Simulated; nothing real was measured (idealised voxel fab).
Name of the process module below: voxel capacitor over wiring
Cross-section cut spans 230 nm and uses square cells 5 nm in size.
Each cross-section below is a grid of square cells, stated as bands in top-down order, with one or more rows of cells making up each band.
Read a band's entry like this: the first values are the height of its top and the height of its bottom in nm, and what follows is the sequence of materials from left to right, each with its width in nm. Note that "air" is empty space, and that a single material marked "throughout" reaches across the band from edge to edge.
Heights are expressed relative to 0, this being the level below which the as-received wafer comprises one material exclusively. The lowest band is unbounded in the downward direction and is denoted as in "0 nm and below".
So if you see something like "30..40" for the width, read it as the top row of the band sitting at the first number and the bottom row at the second, with every row in between moving by the same amount as the last.
No cell of the cross-section changed in a step that is given as "remains unaltered".
Empty spaces without an open route to the top, at least 8 cells in extent, make up the entry "Sealed internal cavities"; each is given as width x height at distance, where the distance is measured from the left edge, and all are in nm.
Note: text after step settings on the step line = simulator remark on that step.
The optional step-line setting "overlay nm" applies to steps with a mask and quantifies how far to the right of its planned location the mask lay, a negative value indicating leftward placement.
The following list gives the planned process steps:
1 RECEIVE (material Si)
2 CONFORMAL_DEP (material SiO2; thk nm 10)
3 DIRECTIONAL_DEP (material TiN; thk nm 5)
4 DIRECTIONAL_DEP (material W; thk nm 25)
5 DIRECTIONAL_DEP (material aC; thk nm 10)
6 PATTERN (tone cover; mask id METAL_1; material resist; width nm 30; pitch nm 85; thk nm 30; overlay nm 0)
7 DIRECTIONAL_ETCH (etch materials aC; depth nm 10)
8 STRIP (etch materials resist)
9 DIRECTIONAL_ETCH (etch materials W; depth nm 25)
10 DIRECTIONAL_ETCH (etch materials TiN; depth nm 5)
11 STRIP (etch materials aC)
12 FILL_DEP (material SiO2; thk nm 5)
13 CMP (height nm 40)
14 CONFORMAL_DEP (material SiCN; thk nm 5)
15 DIRECTIONAL_DEP (material SiO2; thk nm 20)
16 PATTERN (tone open; mask id PLUG_1; material resist; width nm 15; thk nm 20; overlay nm 0)
17 DIRECTIONAL_ETCH (etch materials SiO2; depth nm 20)
18 DIRECTIONAL_ETCH (etch materials SiCN; depth nm 5)
19 STRIP (etch materials resist)
20 CONFORMAL_DEP (material TiN; thk nm 5)
21 FILL_DEP (material Ru; thk nm 10)
22 CMP (height nm 65)
23 DIRECTIONAL_DEP (material TiN; thk nm 10)
24 DIRECTIONAL_DEP (material SiN; thk nm 5)
25 DIRECTIONAL_DEP (material TiN; thk nm 10)
26 PATTERN (tone cover; mask id UPPER_PLATE; material resist; width nm 60; thk nm 20; overlay nm 0)
27 DIRECTIONAL_ETCH (etch materials TiN; depth nm 10)
28 DIRECTIONAL_ETCH (etch materials SiN; depth nm 5)
29 STRIP (etch materials resist)
30 PATTERN (tone cover; mask id LOWER_PLATE; material resist; width nm 70; thk nm 15; overlay nm 0)
31 DIRECTIONAL_ETCH (etch materials TiN; depth nm 10)
32 STRIP (etch materials resist)
33 FILL_DEP (material SiO2; thk nm 15)
34 CMP (height nm 100)
35 PATTERN (tone open; mask id PLUG_2; material resist; width nm 15; thk nm 20; overlay nm 0)
36 DIRECTIONAL_ETCH (etch materials SiO2; depth nm 10)
37 STRIP (etch materials resist)
38 CONFORMAL_DEP (material TiN; thk nm 5)
39 FILL_DEP (material W; thk nm 10)
40 CMP (height nm 100)
41 CONFORMAL_DEP (material SiN; thk nm 5)
Wafer at receipt (post step 1), cross-section:
- 0 nm and below | Si throughout
- Sealed internal cavities: none
Starting structure and process plan are as shown above, but one mistake was made in running the module; the wafer cross-section at the end of the module follows:
- 105 nm to 100 nm | SiN throughout
- 100 nm to 95 nm | SiO2 75 nm; TiN 5 nm; W 5 nm; TiN 5 nm; SiO2 140 nm
- 95 nm to 90 nm | SiO2 75 nm; TiN 15 nm; SiO2 140 nm
- 90 nm to 80 nm | SiO2 70 nm; TiN 60 nm; SiO2 100 nm
- 80 nm to 75 nm | SiO2 70 nm; SiN 60 nm; SiO2 100 nm
- 75 nm to 65 nm | SiO2 65 nm; TiN 70 nm; SiO2 95 nm
- 65 nm to 45 nm | SiO2 70 nm; TiN 5 nm; Ru 5 nm; TiN 5 nm; SiO2 145 nm
- 45 nm to 40 nm | SiCN 70 nm; TiN 15 nm; SiCN 145 nm
- 40 nm to 15 nm | SiO2 55 nm; W 30 nm; SiO2 55 nm; W 30 nm; SiO2 60 nm
- 15 nm to 10 nm | SiO2 55 nm; TiN 30 nm; SiO2 55 nm; TiN 30 nm; SiO2 60 nm
- 10 nm to 0 nm | SiO2 throughout
- 0 nm and below | Si throughout
- Sealed internal cavities: none
Want to know what went wrong? step 35 did not use the planned setting and instead ran as PATTERN (tone open; mask id PLUG_2; material resist; width nm 15; thk nm 20; overlay nm -5)
